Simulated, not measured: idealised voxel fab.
Name of the process module below: voxel local oxidation
This is section cut - it's 300 nm across, gridded in 5 nm square cells.
A cross-section in this document is a grid of square cells, and it is written down as bands, the top band listed before the ones below it; a band is made up of one or more rows of cells. Band: top and bottom heights (nm) first, top before bottom; then materials from left to right, widths in nm. "edge to edge" marks a sole material filling the band edge to edge. "blank" denotes empty space. Heights are measured from 0, the level below which the as-received wafer is all one material; the lowest band has no bottom and continues downward, written as in "0 down". The two numbers in a width such as "30->40" mark its ends across the band: the first belongs to the top row of cells, the second to the bottom row, and from each row to the next the width moves by the same amount. For the purposes of this document, the phrase "nothing got changed" attached to a step denotes that no cell within the cross-section was modified by that step. Basically, "Closed void inventory" tells you about the enclosed voids: empty spaces with no open way to the top, 8 cells or bigger, each written width x height at distance, where distance is from the left edge, all in nm. That trailing text on a step's line, after the settings, is the simulator's own remark on the step. Steps that use a mask can have "overlay nm" on their line. It says how far the mask sat to the right of where it was meant to be. Negative means to the left.

Here's what the planned process steps look like:
step 1: RECEIVE (material Si)
step 2: CONFORMAL_DEP (material SiO2; thk nm 5)
step 3: CONFORMAL_DEP (material SiN; thk nm 15)
step 4: PATTERN (tone cover; mask id ACTIVE; material resist; width nm 100; thk nm 15; overlay nm 0)
step 5: DIRECTIONAL_ETCH (etch materials SiN; depth nm 15)
step 6: STRIP (etch materials resist)
step 7: SELECTIVE_ETCH (etch materials SiO2; depth nm 5)
step 8: OXIDIZE (depth nm 10)
step 9: STRIP (etch materials SiN)

Of two wafers, the first: run according to plan:

Wafer as received: cross-section following step 1:
    0 down: Si edge to edge
    Closed void inventory: none

Cross-section: wafer state after step 2:
    5 to 0: SiO2 edge to edge
    At heights below 0, the structure remains unaltered.

Cross-section: wafer state after step 3:
    20 to 5: SiN edge to edge
    At heights below 5, the structure remains unaltered.

Cross-section: wafer state after step 4:
    35 to 20: 100 nm blank, 100 nm resist, 100 nm blank
    At heights below 20, the structure remains unaltered.

Cross-section: wafer state after step 5:
    35 to 20: 100 nm blank, 100 nm resist, 100 nm blank
    20 to 5: 100 nm blank, 100 nm SiN, 100 nm blank
    At heights below 5, the structure remains unaltered.

Cross-section: wafer state after step 6:
    20 to 5: 100 nm blank, 100 nm SiN, 100 nm blank
    At heights below 5, the structure remains unaltered.

Cross-section: wafer state after step 7:
    20 to 5: 100 nm blank, 100 nm SiN, 100 nm blank
    5 to 0: 105 nm blank, 90 nm SiO2, 105 nm blank
    At heights below 0, the structure remains unaltered.

Cross-section: wafer state after step 8:
    20 to 5: 100 nm blank, 100 nm SiN, 100 nm blank
    5 to 0: 105 nm blank, 90 nm SiO2, 105 nm blank
    0 to -10: 115 nm SiO2, 70 nm Si, 115 nm SiO2
    At heights below -10, the structure remains unaltered.

Cross-section: wafer state after step 9:
    5 to 0: 105 nm blank, 90 nm SiO2, 105 nm blank
    At heights below 0, the structure remains unaltered.

Second wafer, same starting conditions and recipe as the first, one mistake in executing it, nothing differs from the first up to and including step 7:

Second wafer shown in cross-section at the time step 8 was slated to end:
    5 to 0: 105 nm blank, 90 nm SiO2, 105 nm blank
    At heights below 0, the structure remains unaltered.

Second wafer shown in cross-section at the time step 9 was slated to end:
    5 to 0: 105 nm blank, 90 nm SiO2, 105 nm blank
    0 to -10: 115 nm SiO2, 70 nm Si, 115 nm SiO2
    At heights below -10, the structure remains unaltered.
Deviation from plan: steps 8 and 9 run out of order (swapped)
Given identical final cross-sections on the two wafers, the mistake has no effect on any quantity computed by this model.
